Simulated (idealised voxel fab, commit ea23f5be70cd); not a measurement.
process module | voxel wiring stack
cross-section cut | 205 nm wide | cells 5 nm
A cross-section is a grid of square cells, given in bands from the top down. A band is one or more rows of cells.
Each band's line starts with the height of the band's top and of its bottom, in nm. Then come its materials from left to right, each with its width in nm. One material with "throughout" fills the band from edge to edge. "air" is empty space.
Height 0 is the level under which the wafer as received is all one material. The lowest band goes on downwards, as in "0 down".
A width such as "30 to 40" changes by the same amount from each row of cells to the next, from the band's top row to its bottom row.
"no change" after a step means that no cell of the cross-section changed.
closed voids: empty space of 8 cells or more with no open way to the top, each as width x height at its distance from the left edge, in nm
after a step's settings: what the simulator itself notes on the step
overlay nm, on a step with a mask: how far to the right of its planned place the mask lay; to the left if negative
plan
1 op RECEIVE | material Si
2 op CONFORMAL_DEP | material SiO2 | thk nm 15
3 op DIRECTIONAL_DEP | material TiN | thk nm 5
4 op DIRECTIONAL_DEP | material W | thk nm 25
5 op DIRECTIONAL_DEP | material aC | thk nm 15
6 op PATTERN | tone cover | mask id METAL_1 | material resist | width nm 20 | pitch nm 40 | thk nm 30 | overlay nm 0
7 op DIRECTIONAL_ETCH | etch materials aC | depth nm 15
8 op STRIP | etch materials resist
9 op DIRECTIONAL_ETCH | etch materials W | depth nm 25
10 op DIRECTIONAL_ETCH | etch materials TiN | depth nm 5
11 op STRIP | etch materials aC
12 op CONFORMAL_DEP | material SiCN | thk nm 5
13 op FILL_DEP | material SiO2 | thk nm 5
14 op CMP | height nm 45
15 op CONFORMAL_DEP | material SiCN | thk nm 5
16 op DIRECTIONAL_DEP | material lowk | thk nm 30
17 op MASKED_ETCH | tone open | mask id METAL_2_HOLES | width nm 15 | pitch nm 80 | etch materials lowk | depth nm 30 | overlay nm 0
18 op PATTERN | tone open | mask id METAL_2 | material resist | width nm 20 | pitch nm 40 | thk nm 20 | overlay nm 0
19 op DIRECTIONAL_ETCH | etch materials lowk | depth nm 15
20 op DIRECTIONAL_ETCH | etch materials SiCN | depth nm 5
21 op STRIP | etch materials resist
22 op CONFORMAL_DEP | material TiN | thk nm 5
23 op FILL_DEP | material Cu | thk nm 5
24 op CMP | height nm 80
25 op CONFORMAL_DEP | material SiCN | thk nm 5
26 op DIRECTIONAL_DEP | material SiO2 | thk nm 30
27 op MASKED_ETCH | tone open | mask id METAL_3 | width nm 15 | pitch nm 40 | etch materials SiO2 | depth nm 15 | overlay nm 0
28 op MASKED_ETCH | tone open | mask id METAL_3_HOLES | width nm 15 | pitch nm 80 | etch materials SiO2 | depth nm 15 | overlay nm 0
29 op MASKED_ETCH | tone open | mask id METAL_3_HOLES | width nm 15 | pitch nm 80 | etch materials SiCN | depth nm 5 | overlay nm 0
30 op CONFORMAL_DEP | material TiN | thk nm 5
31 op FILL_DEP | material Ru | thk nm 5
32 op CMP | height nm 115
33 op CONFORMAL_DEP | material SiCN | thk nm 5
34 op DIRECTIONAL_DEP | material SiO2 | thk nm 25
35 op MASKED_ETCH | tone open | mask id METAL_4 | width nm 20 | pitch nm 40 | etch materials SiO2 | depth nm 15 | overlay nm 0
36 op PATTERN | tone open | mask id METAL_4_HOLES | material resist | width nm 15 | pitch nm 80 | thk nm 20 | overlay nm 0
37 op DIRECTIONAL_ETCH | etch materials SiO2 | depth nm 10
38 op DIRECTIONAL_ETCH | etch materials SiCN | depth nm 5
39 op STRIP | etch materials resist
40 op CONFORMAL_DEP | material TiN | thk nm 5
41 op FILL_DEP | material Ru | thk nm 10
42 op CMP | height nm 145
43 op CONFORMAL_DEP | material SiN | thk nm 5
varied across the wafers: width nm of step 27. The plan shows the first wafer's value. All wafers start alike
first wafer as received, after step 1
  0 down: Si throughout
  closed voids: none
first wafer at the end, after step 43
  150 to 145: SiN throughout
  145 to 135: SiO2 30 | TiN 5 | Ru 10 | TiN 5 | SiO2 20 | TiN 5 | Ru 10 | TiN 5 | SiO2 20 | TiN 5 | Ru 10 | TiN 5 | SiO2 20 | TiN 5 | Ru 10 | TiN 5 | SiO2 35
  135 to 130: SiO2 30 | TiN 5 | Ru 5 | TiN 10 | SiO2 20 | TiN 20 | SiO2 20 | TiN 5 | Ru 5 | TiN 10 | SiO2 20 | TiN 20 | SiO2 35
  130 to 120: SiO2 30 | TiN 5 | Ru 5 | TiN 5 | SiO2 65 | TiN 5 | Ru 5 | TiN 5 | SiO2 80
  120 to 115: SiCN 30 | TiN 15 | SiCN 65 | TiN 15 | SiCN 80
  115 to 105: SiO2 30 | TiN 5 | Ru 10 | TiN 5 | SiO2 25 | TiN 5 | Ru 5 | TiN 5 | SiO2 20 | TiN 5 | Ru 10 | TiN 5 | SiO2 25 | TiN 5 | Ru 5 | TiN 5 | SiO2 35
  105 to 100: SiO2 30 | TiN 20 | SiO2 25 | TiN 15 | SiO2 20 | TiN 20 | SiO2 25 | TiN 15 | SiO2 35
  100 to 85: SiO2 35 | TiN 10 | SiO2 70 | TiN 10 | SiO2 80
  85 to 80: SiCN 35 | TiN 10 | SiCN 70 | TiN 10 | SiCN 80
  80 to 70: lowk 30 | TiN 5 | Cu 10 | TiN 5 | lowk 20 | TiN 5 | Cu 10 | TiN 5 | lowk 20 | TiN 5 | Cu 10 | TiN 5 | lowk 20 | TiN 5 | Cu 10 | TiN 5 | lowk 35
  70 to 65: lowk 30 | TiN 5 | Cu 5 | TiN 10 | lowk 20 | TiN 20 | lowk 20 | TiN 5 | Cu 5 | TiN 10 | lowk 20 | TiN 20 | lowk 35
  65 to 50: lowk 30 | TiN 5 | Cu 5 | TiN 5 | lowk 65 | TiN 5 | Cu 5 | TiN 5 | lowk 80
  50 to 45: SiCN 30 | TiN 15 | SiCN 65 | TiN 15 | SiCN 80
  45 to 20: SiO2 25 | SiCN 5 | W 20 | SiCN 5 | SiO2 10 | SiCN 5 | W 20 | SiCN 5 | SiO2 10 | SiCN 5 | W 20 | SiCN 5 | SiO2 10 | SiCN 5 | W 20 | SiCN 5 | SiO2 30
  20 to 15: SiCN 30 | TiN 20 | SiCN 20 | TiN 20 | SiCN 20 | TiN 20 | SiCN 20 | TiN 20 | SiCN 35
  15 to 0: SiO2 throughout
  0 down: Si throughout
  closed voids: none
last wafer at the end
  150 to 145: SiN throughout
  145 to 135: SiO2 30 | TiN 5 | Ru 10 | TiN 5 | SiO2 20 | TiN 5 | Ru 10 | TiN 5 | SiO2 20 | TiN 5 | Ru 10 | TiN 5 | SiO2 20 | TiN 5 | Ru 10 | TiN 5 | SiO2 35
  135 to 130: SiO2 30 | TiN 5 | Ru 5 | TiN 10 | SiO2 20 | TiN 20 | SiO2 20 | TiN 5 | Ru 5 | TiN 10 | SiO2 20 | TiN 20 | SiO2 35
  130 to 120: SiO2 30 | TiN 5 | Ru 5 | TiN 5 | SiO2 65 | TiN 5 | Ru 5 | TiN 5 | SiO2 80
  120 to 115: SiCN 30 | TiN 15 | SiCN 65 | TiN 15 | SiCN 80
  115 to 105: SiO2 30 | TiN 5 | Ru 15 | TiN 5 | SiO2 15 | TiN 5 | Ru 15 | TiN 5 | SiO2 15 | TiN 5 | Ru 15 | TiN 5 | SiO2 15 | TiN 5 | Ru 15 | TiN 5 | SiO2 30
  105 to 100: SiO2 30 | TiN 5 | Ru 5 | TiN 15 | SiO2 15 | TiN 25 | SiO2 15 | TiN 5 | Ru 5 | TiN 15 | SiO2 15 | TiN 25 | SiO2 30
  100 to 85: SiO2 30 | TiN 5 | Ru 5 | TiN 5 | SiO2 65 | TiN 5 | Ru 5 | TiN 5 | SiO2 80
  85 to 80: SiCN 30 | TiN 15 | SiCN 65 | TiN 15 | SiCN 80
  80 to 70: lowk 30 | TiN 5 | Cu 10 | TiN 5 | lowk 20 | TiN 5 | Cu 10 | TiN 5 | lowk 20 | TiN 5 | Cu 10 | TiN 5 | lowk 20 | TiN 5 | Cu 10 | TiN 5 | lowk 35
  70 to 65: lowk 30 | TiN 5 | Cu 5 | TiN 10 | lowk 20 | TiN 20 | lowk 20 | TiN 5 | Cu 5 | TiN 10 | lowk 20 | TiN 20 | lowk 35
  65 to 50: lowk 30 | TiN 5 | Cu 5 | TiN 5 | lowk 65 | TiN 5 | Cu 5 | TiN 5 | lowk 80
  50 to 45: SiCN 30 | TiN 15 | SiCN 65 | TiN 15 | SiCN 80
  45 to 20: SiO2 25 | SiCN 5 | W 20 | SiCN 5 | SiO2 10 | SiCN 5 | W 20 | SiCN 5 | SiO2 10 | SiCN 5 | W 20 | SiCN 5 | SiO2 10 | SiCN 5 | W 20 | SiCN 5 | SiO2 30
  20 to 15: SiCN 30 | TiN 20 | SiCN 20 | TiN 20 | SiCN 20 | TiN 20 | SiCN 20 | TiN 20 | SiCN 35
  15 to 0: SiO2 throughout
  0 down: Si throughout
  closed voids: none
each wafer at the end: cells of each material gained (+) or lost (-) since it was received, then its closed voids
width nm 15 | +24 Cu | +34 Ru | +172 SiCN | +41 SiN | +545 SiO2 | +154 TiN | +80 W | +180 lowk | closed voids: none
width nm 20 | +24 Cu | +46 Ru | +170 SiCN | +41 SiN | +533 SiO2 | +156 TiN | +80 W | +180 lowk | closed voids: none
width nm 25 | +24 Cu | +54 Ru | +170 SiCN | +41 SiN | +521 SiO2 | +160 TiN | +80 W | +180 lowk | closed voids: none
